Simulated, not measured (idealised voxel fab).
Title: Process Module voxel wiring stack
The width of the displayed cross-section, cut, is 210 nm; its cells are square, with a size of 5 nm.
For the purposes of this document, a cross-section shall be understood as a grid of square cells, specified as bands listed in top-to-bottom order, each band consisting of one or more rows of cells.
Band: top and bottom heights (nm) first, top before bottom; then materials from left to right, widths in nm. "throughout" marks a sole material filling the band edge to edge. "air" denotes empty space.
The level at which height equals 0 is the one under which the wafer, as it arrives, is entirely one material. No lower edge exists for the bottom band, which continues downward and is notated as in "0 nm and below".
A width given as "30 to 40" starts at the first number in the band's top row and ends at the second number in its bottom row, shifting by an equal amount at every step from row to row.
Step note "remained unchanged" = no cross-section cell changed.
So "Closed cavity list" is basically the list of trapped voids: any empty space of 8 cells or more that can't reach the top through an opening. They're written width x height at distance, the distance being from the left edge, and it's all nm.
It should be noted that, on the line of a given step, the content following the step's settings is a remark produced by the simulator itself with respect to that step.
What "overlay nm" on a step's line means: if the step has a mask, that mask lay this far to the right of its planned place, or, when the value is negative, to the left.
[Intended process steps]
1: RECEIVE: material Si
2: CONFORMAL_DEP: material SiO2, thk nm 15
3: DIRECTIONAL_DEP: material TiN, thk nm 5
4: DIRECTIONAL_DEP: material Ru, thk nm 25
5: DIRECTIONAL_DEP: material aC, thk nm 15
6: PATTERN: tone cover, mask id METAL_1, material resist, width nm 30, pitch nm 55, thk nm 35, overlay nm 0
7: DIRECTIONAL_ETCH: etch materials aC, depth nm 15
8: STRIP: etch materials resist
9: DIRECTIONAL_ETCH: etch materials Ru, depth nm 25
10: DIRECTIONAL_ETCH: etch materials TiN, depth nm 5
11: STRIP: etch materials aC
12: CONFORMAL_DEP: material SiN, thk nm 5
13: FILL_DEP: material SiO2, thk nm 5
14: CMP: height nm 45
15: CONFORMAL_DEP: material SiCN, thk nm 5
16: DIRECTIONAL_DEP: material SiO2, thk nm 35
17: MASKED_ETCH: tone open, mask id METAL_2_HOLES, width nm 15, pitch nm 55, etch materials SiO2, depth nm 35, overlay nm 0
18: MASKED_ETCH: tone open, mask id METAL_2, width nm 30, pitch nm 55, etch materials SiO2, depth nm 20, overlay nm 0
19: MASKED_ETCH: tone open, mask id METAL_2, width nm 30, pitch nm 55, etch materials SiCN, depth nm 5, overlay nm 0
20: CONFORMAL_DEP: material TiN, thk nm 5
21: FILL_DEP: material Ru, thk nm 5
22: CMP: height nm 85
23: CONFORMAL_DEP: material SiCN, thk nm 5
24: DIRECTIONAL_DEP: material lowk, thk nm 15
25: PATTERN: tone open, mask id PLUG_2, material resist, width nm 15, thk nm 20, overlay nm 0
26: DIRECTIONAL_ETCH: etch materials lowk, depth nm 15
27: DIRECTIONAL_ETCH: etch materials SiCN, depth nm 5
28: STRIP: etch materials resist
29: EPI: material Ru, thk nm 10
30: EPI: material Ru, thk nm 10
31: DIRECTIONAL_DEP: material TiN, thk nm 5
32: DIRECTIONAL_DEP: material Ru, thk nm 15
33: MASKED_ETCH: tone cover, mask id METAL_3, width nm 30, pitch nm 55, etch materials Ru, depth nm 15, overlay nm 0
34: MASKED_ETCH: tone cover, mask id METAL_3, width nm 30, pitch nm 55, etch materials TiN, depth nm 5, overlay nm 0
35: CONFORMAL_DEP: material SiN, thk nm 5
36: FILL_DEP: material SiO2, thk nm 10
37: CMP: height nm 125
38: CONFORMAL_DEP: material SiN, thk nm 5
[Account of the first of two wafers, which was processed as intended]
[Wafer as received: cross-section following step 1]
- 0 nm and below: Si throughout
- Closed cavity list: none
[after step 2]
- 15 nm to 0 nm: SiO2 throughout
- Everything below 0 is unchanged.
[after step 3]
- 20 nm to 15 nm: TiN throughout
- Everything below 15 is unchanged.
[after step 4]
- 45 nm to 20 nm: Ru throughout
- Everything below 20 is unchanged.
[after step 5]
- 60 nm to 45 nm: aC throughout
- Everything below 45 is unchanged.
[after step 6]
- 95 nm to 60 nm: air: 60 | resist: 30 | air: 25 | resist: 30 | air: 65
- Everything below 60 is unchanged.
[after step 7]
- 80 nm to 60 nm: air: 60 | resist: 30 | air: 25 | resist: 30 | air: 65
- 60 nm to 45 nm: air: 60 | aC: 30 | air: 25 | aC: 30 | air: 65
- Everything below 45 is unchanged.
[after step 8]
- 60 nm to 45 nm: air: 60 | aC: 30 | air: 25 | aC: 30 | air: 65
- Everything below 45 is unchanged.
[after step 9]
- 60 nm to 45 nm: air: 60 | aC: 30 | air: 25 | aC: 30 | air: 65
- 45 nm to 20 nm: air: 60 | Ru: 30 | air: 25 | Ru: 30 | air: 65
- Everything below 20 is unchanged.
[after step 10]
- 60 nm to 45 nm: air: 60 | aC: 30 | air: 25 | aC: 30 | air: 65
- 45 nm to 20 nm: air: 60 | Ru: 30 | air: 25 | Ru: 30 | air: 65
- 20 nm to 15 nm: air: 60 | TiN: 30 | air: 25 | TiN: 30 | air: 65
- Everything below 15 is unchanged.
[after step 11]
- 45 nm to 20 nm: air: 60 | Ru: 30 | air: 25 | Ru: 30 | air: 65
- Everything below 20 is unchanged.
[after step 12]
- 50 nm to 45 nm: air: 55 | SiN: 40 | air: 15 | SiN: 40 | air: 60
- 45 nm to 20 nm: air: 55 | SiN: 5 | Ru: 30 | SiN: 5 | air: 15 | SiN: 5 | Ru: 30 | SiN: 5 | air: 60
- 20 nm to 15 nm: SiN: 60 | TiN: 30 | SiN: 25 | TiN: 30 | SiN: 65
- Everything below 15 is unchanged.
[after step 13]
- 55 nm to 50 nm: SiO2 throughout
- 50 nm to 45 nm: SiO2: 55 | SiN: 40 | SiO2: 15 | SiN: 40 | SiO2: 60
- 45 nm to 20 nm: SiO2: 55 | SiN: 5 | Ru: 30 | SiN: 5 | SiO2: 15 | SiN: 5 | Ru: 30 | SiN: 5 | SiO2: 60
- Everything below 20 is unchanged.
[after step 14]
- 45 nm to 20 nm: SiO2: 55 | SiN: 5 | Ru: 30 | SiN: 5 | SiO2: 15 | SiN: 5 | Ru: 30 | SiN: 5 | SiO2: 60
- Everything below 20 is unchanged.
[after step 15]
- 50 nm to 45 nm: SiCN throughout
- Everything below 45 is unchanged.
[after step 16]
- 85 nm to 50 nm: SiO2 throughout
- Everything below 50 is unchanged.
[after step 17]
- 85 nm to 50 nm: SiO2: 60 | air: 15 | SiO2: 40 | air: 15 | SiO2: 80
- Everything below 50 is unchanged.
[after step 18]
- 85 nm to 65 nm: SiO2: 60 | air: 30 | SiO2: 25 | air: 30 | SiO2: 65
- Everything below 65 is unchanged.
[after step 19]
- 85 nm to 65 nm: SiO2: 60 | air: 30 | SiO2: 25 | air: 30 | SiO2: 65
- 65 nm to 50 nm: SiO2: 60 | air: 15 | SiO2: 40 | air: 15 | SiO2: 80
- 50 nm to 45 nm: SiCN: 60 | air: 15 | SiCN: 40 | air: 15 | SiCN: 80
- Everything below 45 is unchanged.
[after step 20]
- 90 nm to 85 nm: TiN: 65 | air: 20 | TiN: 35 | air: 20 | TiN: 70
- 85 nm to 70 nm: SiO2: 60 | TiN: 5 | air: 20 | TiN: 5 | SiO2: 25 | TiN: 5 | air: 20 | TiN: 5 | SiO2: 65
- 70 nm to 65 nm: SiO2: 60 | TiN: 5 | air: 5 | TiN: 20 | SiO2: 25 | TiN: 5 | air: 5 | TiN: 20 | SiO2: 65
- 65 nm to 50 nm: SiO2: 60 | TiN: 5 | air: 5 | TiN: 5 | SiO2: 40 | TiN: 5 | air: 5 | TiN: 5 | SiO2: 80
- 50 nm to 45 nm: SiCN: 60 | TiN: 15 | SiCN: 40 | TiN: 15 | SiCN: 80
- Everything below 45 is unchanged.
[after step 21]
- 95 nm to 90 nm: Ru throughout
- 90 nm to 85 nm: TiN: 65 | Ru: 20 | TiN: 35 | Ru: 20 | TiN: 70
- 85 nm to 70 nm: SiO2: 60 | TiN: 5 | Ru: 20 | TiN: 5 | SiO2: 25 | TiN: 5 | Ru: 20 | TiN: 5 | SiO2: 65
- 70 nm to 65 nm: SiO2: 60 | TiN: 5 | Ru: 5 | TiN: 20 | SiO2: 25 | TiN: 5 | Ru: 5 | TiN: 20 | SiO2: 65
- 65 nm to 50 nm: SiO2: 60 | TiN: 5 | Ru: 5 | TiN: 5 | SiO2: 40 | TiN: 5 | Ru: 5 | TiN: 5 | SiO2: 80
- Everything below 50 is unchanged.
[after step 22]
- 85 nm to 70 nm: SiO2: 60 | TiN: 5 | Ru: 20 | TiN: 5 | SiO2: 25 | TiN: 5 | Ru: 20 | TiN: 5 | SiO2: 65
- Everything below 70 is unchanged.
[after step 23]
- 90 nm to 85 nm: SiCN throughout
- Everything below 85 is unchanged.
[after step 24]
- 105 nm to 90 nm: lowk throughout
- Everything below 90 is unchanged.
[after step 25]
- 125 nm to 105 nm: resist: 60 | air: 15 | resist: 135
- Everything below 105 is unchanged.
[after step 26]
- 125 nm to 105 nm: resist: 60 | air: 15 | resist: 135
- 105 nm to 90 nm: lowk: 60 | air: 15 | lowk: 135
- Everything below 90 is unchanged.
[after step 27]
- 125 nm to 105 nm: resist: 60 | air: 15 | resist: 135
- 105 nm to 90 nm: lowk: 60 | air: 15 | lowk: 135
- 90 nm to 85 nm: SiCN: 60 | air: 15 | SiCN: 135
- Everything below 85 is unchanged.
[after step 28]
- 105 nm to 90 nm: lowk: 60 | air: 15 | lowk: 135
- Everything below 90 is unchanged.
[after step 29]
- 105 nm to 95 nm: lowk: 60 | air: 15 | lowk: 135
- 95 nm to 90 nm: lowk: 60 | Ru: 15 | lowk: 135
- 90 nm to 85 nm: SiCN: 60 | Ru: 15 | SiCN: 135
- Everything below 85 is unchanged.
[after step 30]
- 105 nm to 90 nm: lowk: 60 | Ru: 15 | lowk: 135
- Everything below 90 is unchanged.
[after step 31]
- 110 nm to 105 nm: TiN throughout
- Everything below 105 is unchanged.
[after step 32]
- 125 nm to 110 nm: Ru throughout
- Everything below 110 is unchanged.
[after step 33]
- 125 nm to 110 nm: air: 60 | Ru: 30 | air: 25 | Ru: 30 | air: 65
- Everything below 110 is unchanged.
[after step 34]
- 125 nm to 110 nm: air: 60 | Ru: 30 | air: 25 | Ru: 30 | air: 65
- 110 nm to 105 nm: air: 60 | TiN: 30 | air: 25 | TiN: 30 | air: 65
- Everything below 105 is unchanged.
[after step 35]
- 130 nm to 125 nm: air: 55 | SiN: 40 | air: 15 | SiN: 40 | air: 60
- 125 nm to 110 nm: air: 55 | SiN: 5 | Ru: 30 | SiN: 5 | air: 15 | SiN: 5 | Ru: 30 | SiN: 5 | air: 60
- 110 nm to 105 nm: SiN: 60 | TiN: 30 | SiN: 25 | TiN: 30 | SiN: 65
- Everything below 105 is unchanged.
[after step 36]
- 140 nm to 130 nm: SiO2 throughout
- 130 nm to 125 nm: SiO2: 55 | SiN: 40 | SiO2: 15 | SiN: 40 | SiO2: 60
- 125 nm to 110 nm: SiO2: 55 | SiN: 5 | Ru: 30 | SiN: 5 | SiO2: 15 | SiN: 5 | Ru: 30 | SiN: 5 | SiO2: 60
- Everything below 110 is unchanged.
[after step 37]
- 125 nm to 110 nm: SiO2: 55 | SiN: 5 | Ru: 30 | SiN: 5 | SiO2: 15 | SiN: 5 | Ru: 30 | SiN: 5 | SiO2: 60
- Everything below 110 is unchanged.
[after step 38]
- 130 nm to 125 nm: SiN throughout
- Everything below 125 is unchanged.
[Second wafer - shared start and plan with the first - one error in running - same as the first up to step 30 inclusive]
At the planned end of step 31, the second wafer in cross-section: remained unchanged
[At the planned end of step 32, the second wafer in cross-section]
- 120 nm to 105 nm: Ru throughout
- Everything below 105 is unchanged.
[At the planned end of step 33, the second wafer in cross-section]
- 120 nm to 105 nm: air: 60 | Ru: 30 | air: 25 | Ru: 30 | air: 65
- Everything below 105 is unchanged.
At the planned end of step 34, the second wafer in cross-section: remained unchanged
[At the planned end of step 35, the second wafer in cross-section]
- 125 nm to 120 nm: air: 55 | SiN: 40 | air: 15 | SiN: 40 | air: 60
- 120 nm to 110 nm: air: 55 | SiN: 5 | Ru: 30 | SiN: 5 | air: 15 | SiN: 5 | Ru: 30 | SiN: 5 | air: 60
- 110 nm to 105 nm: SiN: 60 | Ru: 30 | SiN: 25 | Ru: 30 | SiN: 65
- Everything below 105 is unchanged.
[At the planned end of step 36, the second wafer in cross-section]
- 135 nm to 125 nm: SiO2 throughout
- 125 nm to 120 nm: SiO2: 55 | SiN: 40 | SiO2: 15 | SiN: 40 | SiO2: 60
- 120 nm to 110 nm: SiO2: 55 | SiN: 5 | Ru: 30 | SiN: 5 | SiO2: 15 | SiN: 5 | Ru: 30 | SiN: 5 | SiO2: 60
- Everything below 110 is unchanged.
[At the planned end of step 37, the second wafer in cross-section]
- 125 nm to 120 nm: SiO2: 55 | SiN: 40 | SiO2: 15 | SiN: 40 | SiO2: 60
- Everything below 120 is unchanged.
[At the planned end of step 38, the second wafer in cross-section]
- 130 nm to 125 nm: SiN throughout
- Everything below 125 is unchanged.
What was done differently from what was planned? step 31 of the plan never got run, it was skipped over
Looking at both finished wafers in cells, the second ends up ahead of or behind the first on some materials: SiN +12 | TiN -12
